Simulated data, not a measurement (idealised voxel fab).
process module | voxel transistor to metal
It is cross-section cut that appears here, measuring 200 nm in width, its square cells being 5 nm in size.
Cross-section = grid of square cells, listed top down in bands; band = one or more rows.
The band entry comprises the height of the band's top followed by the height of its bottom, expressed in nm, and subsequently the band's materials from left to right, each stated together with its width in nm. Where a single material is marked with the word "full width", that material fills the band from edge to edge. The word "empty" represents empty space.
For the purposes of this specification, 0 denotes the height below which the wafer in its as-received condition is composed wholly of one material, and the lowermost band, lacking a lower limit, extends downward without end, as expressed in "0..down".
Graded width ("30..40"): value in top row of band = first number; value in bottom row = second number; row-to-row change constant.
"remained the same" after a step means that no cell of the cross-section changed.
The label "Voids, enclosed" introduces a list of the empty spaces, 8 cells or larger, that have no open way up to the top; each entry in it reads width x height at distance, where the distance is taken from the left edge and all three are stated in nm.
It should be noted that, on the line of a given step, the content following the step's settings is a remark produced by the simulator itself with respect to that step.
Among the settings permitted on a step's line is "overlay nm"; applied to a step with a mask, it specifies the extent to which the mask lay to the right of its planned position, whereas a negative figure signifies a position to the left.

List of planned process steps:
1 RECEIVE | material Si
2 OXIDIZE | depth nm 5
3 CONFORMAL_DEP | material SiN | thk nm 15
4 MASKED_ETCH | tone cover | mask id ACTIVE | width nm 110 | etch materials SiN | depth nm 15 | overlay nm 0
5 MASKED_ETCH | tone cover | mask id ACTIVE | width nm 110 | etch materials SiO2 | depth nm 5 | overlay nm 0
6 MASKED_ETCH | tone cover | mask id ACTIVE | width nm 110 | etch materials Si | depth nm 25 | overlay nm 0
7 FILL_DEP | material SiO2 | thk nm 5
8 CMP | height nm 15
9 SELECTIVE_ETCH | etch materials SiO2 | depth nm 10
10 STRIP | etch materials SiN
11 SELECTIVE_ETCH | etch materials SiO2 | depth nm 5
12 OXIDIZE | depth nm 5
13 DIRECTIONAL_DEP | material polySi | thk nm 20
14 DIRECTIONAL_DEP | material SiCN | thk nm 15
15 MASKED_ETCH | tone cover | mask id GATE | width nm 30 | etch materials SiCN | depth nm 25 | overlay nm 0
16 MASKED_ETCH | tone cover | mask id GATE | width nm 30 | etch materials polySi | depth nm 30 | overlay nm 0
17 CONFORMAL_DEP | material SiN | thk nm 10
18 DIRECTIONAL_ETCH | etch materials SiN | depth nm 10
19 DIRECTIONAL_ETCH | etch materials SiO2 | depth nm 5
20 DIRECTIONAL_ETCH | etch materials Si | depth nm 10
21 EPI | material SiGe | thk nm 10
22 FILL_DEP | material SiO2 | thk nm 10
23 CMP | height nm 15
24 STRIP | etch materials polySi
25 SELECTIVE_ETCH | etch materials SiO2 | depth nm 5
26 CONFORMAL_DEP | material HfO2 | thk nm 5
27 CONFORMAL_DEP | material TiN | thk nm 5
28 FILL_DEP | material W | thk nm 10
29 CMP | height nm 10
30 DIRECTIONAL_DEP | material SiO2 | thk nm 15
31 MASKED_ETCH | tone open | mask id CONTACT | width nm 20 | pitch nm 80 | etch materials SiO2 | depth nm 35 | overlay nm 0
32 CONFORMAL_DEP | material TiN | thk nm 5
33 FILL_DEP | material W | thk nm 5
34 CMP | height nm 25
35 DIRECTIONAL_DEP | material TiN | thk nm 5
36 DIRECTIONAL_DEP | material W | thk nm 20
37 DIRECTIONAL_DEP | material aC | thk nm 10
38 PATTERN | tone cover | mask id METAL_1 | material resist | width nm 20 | pitch nm 80 | thk nm 25 | overlay nm 0
39 DIRECTIONAL_ETCH | etch materials aC | depth nm 10
40 STRIP | etch materials resist
41 DIRECTIONAL_ETCH | etch materials W | depth nm 20
42 DIRECTIONAL_ETCH | etch materials TiN | depth nm 5
43 STRIP | etch materials aC
44 CONFORMAL_DEP | material SiN | thk nm 5
45 FILL_DEP | material SiO2 | thk nm 10
46 CMP | height nm 50
47 CONFORMAL_DEP | material SiN | thk nm 5

Incoming wafer, cross-sectional view, post step 1:
* 0..down: Si full width
* Voids, enclosed: none

Looking at the first of two wafers in cross-section at end of module - ran to plan:
* 55..50: SiN full width
* 50..30: 45 nm SiO2; 5 nm SiN; 20 nm W; 5 nm SiN; 50 nm SiO2; 5 nm SiN; 20 nm W; 5 nm SiN; 45 nm SiO2
* 30..25: 50 nm SiN; 20 nm TiN; 60 nm SiN; 20 nm TiN; 50 nm SiN
* 25..10: 50 nm SiO2; 5 nm TiN; 10 nm W; 5 nm TiN; 60 nm SiO2; 5 nm TiN; 10 nm W; 5 nm TiN; 50 nm SiO2
* 10..5: 50 nm SiO2; 5 nm TiN; 10 nm W; 5 nm TiN; 5 nm SiO2; 10 nm SiN; 5 nm HfO2; 5 nm TiN; 10 nm W; 5 nm TiN; 5 nm HfO2; 10 nm SiN; 5 nm SiO2; 5 nm TiN; 10 nm W; 5 nm TiN; 50 nm SiO2
* 5..0: 50 nm SiO2; 20 nm TiN; 5 nm SiO2; 10 nm SiN; 5 nm HfO2; 5 nm TiN; 10 nm W; 5 nm TiN; 5 nm HfO2; 10 nm SiN; 5 nm SiO2; 20 nm TiN; 50 nm SiO2
* 0..-5: 40 nm SiO2; 10 nm SiN; 10 nm SiGe; 5 nm TiN; 10 nm SiGe; 10 nm SiN; 5 nm HfO2; 20 nm TiN; 5 nm HfO2; 10 nm SiN; 10 nm SiGe; 5 nm TiN; 10 nm SiGe; 10 nm SiN; 40 nm SiO2
* -5..-10: 50 nm SiO2; 10 nm SiGe; 5 nm TiN; 10 nm SiGe; 5 nm SiO2; 40 nm HfO2; 5 nm SiO2; 10 nm SiGe; 5 nm TiN; 10 nm SiGe; 50 nm SiO2
* -10..-20: 45 nm SiO2; 5 nm Si; 25 nm SiGe; 50 nm Si; 25 nm SiGe; 5 nm Si; 45 nm SiO2
* -20..-30: 45 nm SiO2; 110 nm Si; 45 nm SiO2
* -30..down: Si full width
* Voids, enclosed: none

Second wafer at the end: like start, like plan, one mistake:
* 55..50: SiN full width
* 50..30: 45 nm SiO2; 5 nm SiN; 20 nm W; 5 nm SiN; 50 nm SiO2; 5 nm SiN; 20 nm W; 5 nm SiN; 45 nm SiO2
* 30..25: 50 nm SiN; 20 nm TiN; 60 nm SiN; 20 nm TiN; 50 nm SiN
* 25..10: 50 nm SiO2; 5 nm TiN; 10 nm W; 5 nm TiN; 60 nm SiO2; 5 nm TiN; 10 nm W; 5 nm TiN; 50 nm SiO2
* 10..5: 50 nm SiO2; 5 nm TiN; 5 nm W; 10 nm TiN; 5 nm SiO2; 10 nm SiN; 5 nm HfO2; 5 nm TiN; 10 nm W; 5 nm TiN; 5 nm HfO2; 10 nm SiN; 5 nm SiO2; 10 nm TiN; 5 nm W; 5 nm TiN; 50 nm SiO2
* 5..0: 50 nm SiO2; 15 nm TiN; 10 nm SiGe; 10 nm SiN; 5 nm HfO2; 20 nm TiN; 5 nm HfO2; 10 nm SiN; 10 nm SiGe; 15 nm TiN; 50 nm SiO2
* 0..-5: 30 nm SiO2; 10 nm SiGe; 10 nm SiN; 25 nm SiGe; 5 nm SiO2; 40 nm HfO2; 5 nm SiO2; 25 nm SiGe; 10 nm SiN; 10 nm SiGe; 30 nm SiO2
* -5..-10: 30 nm SiO2; 10 nm SiGe; 15 nm SiO2; 20 nm SiGe; 50 nm Si; 20 nm SiGe; 15 nm SiO2; 10 nm SiGe; 30 nm SiO2
* -10..-15: 40 nm SiGe; 15 nm Si; 20 nm SiGe; 50 nm Si; 20 nm SiGe; 15 nm Si; 40 nm SiGe
* -15..-20: 40 nm SiGe; 120 nm Si; 40 nm SiGe
* -20..down: Si full width
* Voids, enclosed: none
In executing the process, a mistake was made relative to the plan: not per plan at step 4, really ran MASKED_ETCH | tone open | mask id ACTIVE | width nm 110 | etch materials SiN | depth nm 15 | overlay nm 0
In the final state, the cell counts of the second wafer exceed or fall short of those of the first for the following materials: -2 HfO2 | +62 Si | +34 SiGe | -4 SiN | -80 SiO2 | -6 TiN | -4 W
